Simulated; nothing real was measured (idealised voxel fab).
process module | voxel transistor to metal
cross-section cut | 255 nm wide | cells 5 nm
A cross-section is a grid of square cells, given in bands from the top down. A band is one or more rows of cells.
Each band's line starts with the height of the band's top and of its bottom, in nm. Then come its materials from left to right, each with its width in nm. One material with "throughout" fills the band from edge to edge. "air" is empty space.
Height 0 is the level under which the wafer as received is all one material. The lowest band goes on downwards, as in "0 down".
A width such as "30 to 40" changes by the same amount from each row of cells to the next, from the band's top row to its bottom row.
"no change" after a step means that no cell of the cross-section changed.
closed voids: empty space of 8 cells or more with no open way to the top, each as width x height at its distance from the left edge, in nm
after a step's settings: what the simulator itself notes on the step
overlay nm, on a step with a mask: how far to the right of its planned place the mask lay; to the left if negative
plan
1 op RECEIVE | material Si
2 op CONFORMAL_DEP | material SiO2 | thk nm 5
3 op CONFORMAL_DEP | material SiN | thk nm 15
4 op MASKED_ETCH | tone cover | mask id ACTIVE | width nm 90 | pitch nm 110 | etch materials SiN | depth nm 15 | overlay nm -10
5 op MASKED_ETCH | tone cover | mask id ACTIVE | width nm 90 | pitch nm 110 | etch materials SiO2 | depth nm 5 | overlay nm 0
6 op MASKED_ETCH | tone cover | mask id ACTIVE | width nm 90 | pitch nm 110 | etch materials Si | depth nm 25 | overlay nm 0
7 op OXIDIZE | depth nm 5
8 op FILL_DEP | material SiO2 | thk nm 10
9 op CMP | height nm 20
10 op SELECTIVE_ETCH | etch materials SiO2 | depth nm 10
11 op STRIP | etch materials SiN
12 op SELECTIVE_ETCH | etch materials SiO2 | depth nm 5
13 op OXIDIZE | depth nm 5
14 op DIRECTIONAL_DEP | material polySi | thk nm 25
15 op DIRECTIONAL_DEP | material SiCN | thk nm 15
16 op PATTERN | tone cover | mask id GATE | material resist | width nm 20 | pitch nm 110 | thk nm 20 | overlay nm 0
17 op DIRECTIONAL_ETCH | etch materials SiCN | depth nm 25
18 op DIRECTIONAL_ETCH | etch materials polySi | depth nm 35
19 op STRIP | etch materials resist
20 op CONFORMAL_DEP | material SiN | thk nm 10
21 op DIRECTIONAL_ETCH | etch materials SiN | depth nm 10
22 op DIRECTIONAL_ETCH | etch materials SiO2 | depth nm 5
23 op DIRECTIONAL_ETCH | etch materials Si | depth nm 10
24 op EPI | material nSi | thk nm 15
25 op FILL_DEP | material SiO2 | thk nm 5
26 op CMP | height nm 40
27 op DIRECTIONAL_DEP | material SiO2 | thk nm 10
28 op PATTERN | tone open | mask id CONTACT | material resist | width nm 25 | pitch nm 55 | thk nm 15 | overlay nm 0
29 op DIRECTIONAL_ETCH | etch materials SiO2 | depth nm 50
30 op STRIP | etch materials resist
31 op CONFORMAL_DEP | material TiN | thk nm 5
32 op FILL_DEP | material Ru | thk nm 5
33 op CMP | height nm 50
34 op DIRECTIONAL_DEP | material TiN | thk nm 5
35 op DIRECTIONAL_DEP | material Ru | thk nm 15
36 op MASKED_ETCH | tone cover | mask id METAL_1 | width nm 15 | etch materials Ru | depth nm 15 | overlay nm 0
37 op MASKED_ETCH | tone cover | mask id METAL_1 | width nm 15 | etch materials TiN | depth nm 5 | overlay nm 0
38 op CONFORMAL_DEP | material SiN | thk nm 5
39 op FILL_DEP | material SiO2 | thk nm 10
40 op CMP | height nm 70
41 op CONFORMAL_DEP | material SiCN | thk nm 5
42 op DIRECTIONAL_DEP | material SiO2 | thk nm 30
43 op MASKED_ETCH | tone open | mask id METAL_2 | width nm 15 | pitch nm 110 | etch materials SiO2 | depth nm 15 | overlay nm 0
44 op DIRECTIONAL_DEP | material aC | thk nm 10
45 op PATTERN | tone open | mask id METAL_2_HOLES | material resist | width nm 15 | pitch nm 110 | thk nm 30 | overlay nm 0
46 op DIRECTIONAL_ETCH | etch materials aC | depth nm 10
47 op STRIP | etch materials resist
48 op DIRECTIONAL_ETCH | etch materials SiO2 | depth nm 15
49 op DIRECTIONAL_ETCH | etch materials SiCN | depth nm 5
50 op STRIP | etch materials aC
51 op CONFORMAL_DEP | material TiN | thk nm 5
52 op FILL_DEP | material Ru | thk nm 5
53 op CMP | height nm 105
54 op CONFORMAL_DEP | material SiN | thk nm 5
varied across the wafers: overlay nm of step 4. The plan shows the first wafer's value. All wafers start alike
first wafer as received, after step 1
  0 down: Si throughout
  closed voids: none
first wafer at the end, after step 54
  110 to 105: SiN throughout
  105 to 75: SiO2 30 | TiN 5 | Ru 5 | TiN 5 | SiO2 95 | TiN 5 | Ru 5 | TiN 5 | SiO2 100
  75 to 70: SiCN 30 | TiN 15 | SiCN 95 | TiN 15 | SiCN 100
  70 to 55: SiO2 25 | SiN 5 | Ru 15 | SiN 5 | SiO2 40 | SiN 5 | Ru 15 | SiN 5 | SiO2 20 | SiN 5 | Ru 15 | SiN 5 | SiO2 40 | SiN 5 | Ru 15 | SiN 5 | SiO2 30
  55 to 50: SiN 30 | TiN 15 | SiN 50 | TiN 15 | SiN 30 | TiN 15 | SiN 50 | TiN 15 | SiN 35
  50 to 40: SiO2 30 | TiN 5 | Ru 15 to 10 | TiN 5 to 10 | SiO2 30 | TiN 5 to 10 | Ru 15 to 10 | TiN 5 | SiO2 30 | TiN 5 | Ru 15 to 10 | TiN 5 to 10 | SiO2 30 | TiN 5 to 10 | Ru 15 to 10 | TiN 5 | SiO2 35
  40 to 25: SiO2 30 | TiN 5 | Ru 10 | TiN 5 | SiN 10 | SiCN 20 | SiN 10 | TiN 5 | Ru 10 | TiN 5 | SiO2 30 | TiN 5 | Ru 10 | TiN 5 | SiN 10 | SiCN 20 | SiN 10 | TiN 5 | Ru 10 | TiN 5 | SiO2 35
  25 to 15: SiO2 30 | TiN 5 | Ru 10 | TiN 5 | SiN 10 | polySi 20 | SiN 10 | TiN 5 | Ru 10 | TiN 5 | SiO2 30 | TiN 5 | Ru 10 | TiN 5 | SiN 10 | polySi 20 | SiN 10 | TiN 5 | Ru 10 | TiN 5 | SiO2 35
  15 to 10: SiO2 30 | TiN 20 | SiN 10 | polySi 20 | SiN 10 | TiN 20 | SiO2 30 | TiN 20 | SiN 10 | polySi 20 | SiN 10 | TiN 20 | SiO2 35
  10 to 5: SiO2 30 | TiN 5 | nSi 15 | SiN 10 | polySi 20 | SiN 10 | nSi 15 | TiN 5 | SiO2 30 | TiN 5 | nSi 15 | SiN 10 | polySi 20 | SiN 10 | nSi 15 | TiN 5 | SiO2 35
  5 to 0: SiO2 10 | SiN 10 | SiO2 10 | TiN 5 | nSi 15 | SiN 10 | polySi 20 | SiN 10 | nSi 10 | SiN 10 | SiO2 10 | SiN 10 | SiO2 10 | TiN 5 | nSi 15 | SiN 10 | polySi 20 | SiN 10 | nSi 10 | SiN 10 | SiO2 35
  0 to -5: SiO2 20 | nSi 30 | SiO2 40 | nSi 10 | SiO2 30 | nSi 30 | SiO2 40 | nSi 10 | SiO2 45
  -5 to -15: SiO2 20 | nSi 30 | Si 40 | nSi 10 | Si 10 | SiO2 20 | nSi 30 | Si 40 | nSi 10 | Si 10 | SiO2 35
  -15 to -30: SiO2 20 | Si 90 | SiO2 20 | Si 90 | SiO2 35
  -30 down: Si throughout
  closed voids: none
last wafer at the end
  110 to 105: SiN throughout
  105 to 75: SiO2 30 | TiN 5 | Ru 5 | TiN 5 | SiO2 95 | TiN 5 | Ru 5 | TiN 5 | SiO2 100
  75 to 70: SiCN 30 | TiN 15 | SiCN 95 | TiN 15 | SiCN 100
  70 to 55: SiO2 25 | SiN 5 | Ru 15 | SiN 5 | SiO2 40 | SiN 5 | Ru 15 | SiN 5 | SiO2 20 | SiN 5 | Ru 15 | SiN 5 | SiO2 40 | SiN 5 | Ru 15 | SiN 5 | SiO2 30
  55 to 50: SiN 30 | TiN 15 | SiN 50 | TiN 15 | SiN 30 | TiN 15 | SiN 50 | TiN 15 | SiN 35
  50 to 40: SiO2 30 | TiN 5 | Ru 15 to 10 | TiN 5 to 10 | SiO2 30 | TiN 5 to 10 | Ru 15 to 10 | TiN 5 | SiO2 30 | TiN 5 | Ru 15 to 10 | TiN 5 to 10 | SiO2 30 | TiN 5 to 10 | Ru 15 to 10 | TiN 5 | SiO2 35
  40 to 25: SiO2 30 | TiN 5 | Ru 10 | TiN 5 | SiN 10 | SiCN 20 | SiN 10 | TiN 5 | Ru 10 | TiN 5 | SiO2 30 | TiN 5 | Ru 10 | TiN 5 | SiN 10 | SiCN 20 | SiN 10 | TiN 5 | Ru 10 | TiN 5 | SiO2 35
  25 to 15: SiO2 30 | TiN 5 | Ru 10 | TiN 5 | SiN 10 | polySi 20 | SiN 10 | TiN 5 | Ru 10 | TiN 5 | SiO2 30 | TiN 5 | Ru 10 | TiN 5 | SiN 10 | polySi 20 | SiN 10 | TiN 5 | Ru 10 | TiN 5 | SiO2 35
  15 to 10: SiO2 30 | TiN 20 | SiN 10 | polySi 20 | SiN 10 | TiN 20 | SiO2 30 | TiN 20 | SiN 10 | polySi 20 | SiN 10 | TiN 20 | SiO2 35
  10 to 5: SiO2 30 | TiN 10 | nSi 10 | SiN 10 | polySi 20 | SiN 10 | nSi 15 | TiN 5 | SiO2 30 | TiN 10 | nSi 10 | SiN 10 | polySi 20 | SiN 10 | nSi 15 | TiN 5 | SiO2 35
  5 to 0: SiO2 30 | TiN 5 | SiN 10 | nSi 5 | SiN 10 | polySi 20 | SiN 10 | nSi 15 | TiN 5 | SiO2 15 | SiN 10 | SiO2 5 | TiN 5 | SiN 10 | nSi 5 | SiN 10 | polySi 20 | SiN 10 | nSi 15 | TiN 5 | SiO2 15 | SiN 10 | SiO2 10
  0 to -5: SiO2 45 | nSi 5 | SiO2 40 | nSi 35 | SiO2 30 | nSi 5 | SiO2 40 | nSi 35 | SiO2 20
  -5 to -15: SiO2 30 | Si 15 | nSi 5 | Si 40 | nSi 35 | SiO2 15 | Si 15 | nSi 5 | Si 40 | nSi 35 | SiO2 20
  -15 to -30: SiO2 30 | Si 95 | SiO2 15 | Si 95 | SiO2 20
  -30 down: Si throughout
  closed voids: none
each wafer at the end: cells of each material gained (+) or lost (-) since it was received, then its closed voids
overlay nm -10 | +108 Ru | -158 Si | +69 SiCN | +186 SiN | +683 SiO2 | +124 TiN | +70 nSi | +40 polySi | closed voids: none
overlay nm -5 | +108 Ru | -168 Si | +69 SiCN | +186 SiN | +691 SiO2 | +122 TiN | +74 nSi | +40 polySi | closed voids: none
overlay nm 0 | +108 Ru | -178 Si | +69 SiCN | +186 SiN | +699 SiO2 | +126 TiN | +72 nSi | +40 polySi | closed voids: none
overlay nm 5 | +108 Ru | -168 Si | +69 SiCN | +186 SiN | +691 SiO2 | +122 TiN | +74 nSi | +40 polySi | closed voids: none
overlay nm 10 | +108 Ru | -158 Si | +69 SiCN | +186 SiN | +683 SiO2 | +124 TiN | +70 nSi | +40 polySi | closed voids: none
overlay nm 15 | +108 Ru | -148 Si | +69 SiCN | +186 SiN | +673 SiO2 | +128 TiN | +66 nSi | +40 polySi | closed voids: none
